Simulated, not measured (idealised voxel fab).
Process module under the name voxel air gaps
Section shown: cut. Width: 175 nm. Cell size: 5 nm, square.
Square cells in a grid make up a cross-section in this document, and the grid is given as bands, listed from the top down, each one or more rows of cells.
Band: top height; bottom height; in nm. Then, left to right: material with width in nm, for each material. "full width": a single material spanning edge to edge. "blank": empty space.
Heads up on the height convention: 0 is the point under which the incoming wafer is all one material, and the lowest band has no bottom, it just keeps going down, like "z 0 and below".
Read "30->40" as a graded width: first number on top, second number at the bottom, same change between each pair of neighbouring rows.
Where the words "changes: none" appear for a step, the cross-section shows no cell changed by that step; every cell remained as before.
Reported under the label "Closed void roster" are the empty spaces having no open way to the top and comprising 8 cells or more; the notation for each is width x height at distance, in which the distance is measured from the left edge and all three values are in nm.
Past the settings on a step's line: simulator remark, on that step.
The setting "overlay nm" may be written on the line of a step. When the step uses a mask, the value reports how far to the right of the planned place the mask lay, and a negative value reports that it lay to the left.
Below is the list of planned process steps:
1: RECEIVE, material Si
2: CONFORMAL_DEP, material SiO2, thk nm 15
3: CONFORMAL_DEP, material SiN, thk nm 5
4: DIRECTIONAL_DEP, material SiO2, thk nm 30
5: MASKED_ETCH, tone open, mask id LINES, width nm 15, pitch nm 40, etch materials SiO2, depth nm 30, overlay nm 0
6: CONFORMAL_DEP, material TiN, thk nm 5
7: FILL_DEP, material W, thk nm 10
8: CMP, height nm 50
9: EPI, material Ru, thk nm 10
10: SELECTIVE_ETCH, etch materials SiO2, depth nm 40
11: CONFORMAL_DEP, material SiN, thk nm 5
As-received wafer cross-section (after step 1):
> z 0 and below  Si full width
> Closed void roster: none
Cross-section: first of two wafers, module finished, run according to plan:
> z 65 to 60  5 nm blank, 165 nm SiN, 5 nm blank
> z 60 to 50  5 nm blank, 5 nm SiN, 35 nm Ru, 5 nm SiN, 35 nm Ru, 5 nm SiN, 35 nm Ru, 5 nm SiN, 35 nm Ru, 5 nm SiN, 5 nm blank
> z 50 to 45  5 nm blank, 15 nm SiN, 5 nm TiN, 5 nm W, 5 nm TiN, 25 nm SiN, 5 nm TiN, 5 nm W, 5 nm TiN, 25 nm SiN, 5 nm TiN, 5 nm W, 5 nm TiN, 25 nm SiN, 5 nm TiN, 5 nm W, 5 nm TiN, 15 nm SiN, 5 nm blank
> z 45 to 25  15 nm blank, 5 nm SiN, 5 nm TiN, 5 nm W, 5 nm TiN, 5 nm SiN, 15 nm blank, 5 nm SiN, 5 nm TiN, 5 nm W, 5 nm TiN, 5 nm SiN, 15 nm blank, 5 nm SiN, 5 nm TiN, 5 nm W, 5 nm TiN, 5 nm SiN, 15 nm blank, 5 nm SiN, 5 nm TiN, 5 nm W, 5 nm TiN, 5 nm SiN, 15 nm blank
> z 25 to 20  20 nm SiN, 15 nm TiN, 25 nm SiN, 15 nm TiN, 25 nm SiN, 15 nm TiN, 25 nm SiN, 15 nm TiN, 20 nm SiN
> z 20 to 15  SiN full width
> z 15 to 0  SiO2 full width
> z 0 and below  Si full width
> Closed void roster: 15 x 20 at 40; 15 x 20 at 80; 15 x 20 at 120
This cross-section belongs to the second wafer of two at the end of the module; the start and the plan were shared with the first, and the run included one mistake:
> z 65 to 60  SiN full width
> z 60 to 50  Ru full width
> z 50 to 45  25 nm TiN, 5 nm W, 35 nm TiN, 5 nm W, 35 nm TiN, 5 nm W, 35 nm TiN, 5 nm W, 25 nm TiN
> z 45 to 20  20 nm SiO2, 5 nm TiN, 5 nm W, 5 nm TiN, 25 nm SiO2, 5 nm TiN, 5 nm W, 5 nm TiN, 25 nm SiO2, 5 nm TiN, 5 nm W, 5 nm TiN, 25 nm SiO2, 5 nm TiN, 5 nm W, 5 nm TiN, 20 nm SiO2
> z 20 to 15  20 nm SiO2, 15 nm TiN, 25 nm SiO2, 15 nm TiN, 25 nm SiO2, 15 nm TiN, 25 nm SiO2, 15 nm TiN, 20 nm SiO2
> z 15 to 0  SiO2 full width
> z 0 and below  Si full width
> Closed void roster: none
Against the plan, the run slipped here: step 3 was dropped from the plan's execution and never run
Final tally in cells, some materials are higher or lower on the second wafer than on the first: Ru +14; SiN -119; SiO2 +138; TiN +31; W +4
Closed void count at end of process - first wafer: 3; second wafer: 0.
